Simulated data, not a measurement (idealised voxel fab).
process module | voxel air gaps
cross-section cut | 240 nm wide | cells 5 nm
A cross-section is a grid of square cells, given in bands from the top down. A band is one or more rows of cells.
Each band's line starts with the height of the band's top and of its bottom, in nm. Then come its materials from left to right, each with its width in nm. One material with "throughout" fills the band from edge to edge. "air" is empty space.
Height 0 is the level under which the wafer as received is all one material. The lowest band goes on downwards, as in "0 down".
A width such as "30 to 40" changes by the same amount from each row of cells to the next, from the band's top row to its bottom row.
"no change" after a step means that no cell of the cross-section changed.
closed voids: empty space of 8 cells or more with no open way to the top, each as width x height at its distance from the left edge, in nm
after a step's settings: what the simulator itself notes on the step
overlay nm, on a step with a mask: how far to the right of its planned place the mask lay; to the left if negative
plan
1 op RECEIVE | material Si
2 op CONFORMAL_DEP | material SiO2 | thk nm 15
3 op CONFORMAL_DEP | material SiCN | thk nm 5
4 op DIRECTIONAL_DEP | material lowk | thk nm 30
5 op PATTERN | tone open | mask id LINES | material resist | width nm 15 | pitch nm 45 | thk nm 20 | overlay nm 0
6 op DIRECTIONAL_ETCH | etch materials lowk | depth nm 30
7 op STRIP | etch materials resist
8 op CONFORMAL_DEP | material TiN | thk nm 5
9 op FILL_DEP | material Cu | thk nm 10
10 op CMP | height nm 50
11 op EPI | material Ru | thk nm 10
12 op SELECTIVE_ETCH | etch materials lowk | depth nm 40
13 op CONFORMAL_DEP | material SiCN | thk nm 5
varied across the wafers: width nm of step 5. The plan shows the first wafer's value. All wafers start alike
first wafer as received, after step 1
  0 down: Si throughout
  closed voids: none
each wafer at the end: cells of each material gained (+) or lost (-) since it was received, then its closed voids
width nm 15 | +15 Cu | +42 Ru | +168 SiCN | +144 SiO2 | +39 TiN | closed voids: 20 x 20 at 85; 20 x 20 at 130
width nm 20 | +30 Cu | +48 Ru | +160 SiCN | +144 SiO2 | +42 TiN | closed voids: 15 x 20 at 90; 15 x 20 at 135
width nm 25 | +45 Cu | +54 Ru | +120 SiCN | +144 SiO2 | +45 TiN | +48 lowk | closed voids: none
width nm 30 | +60 Cu | +56 Ru | +120 SiCN | +144 SiO2 | +48 TiN | +36 lowk | closed voids: none
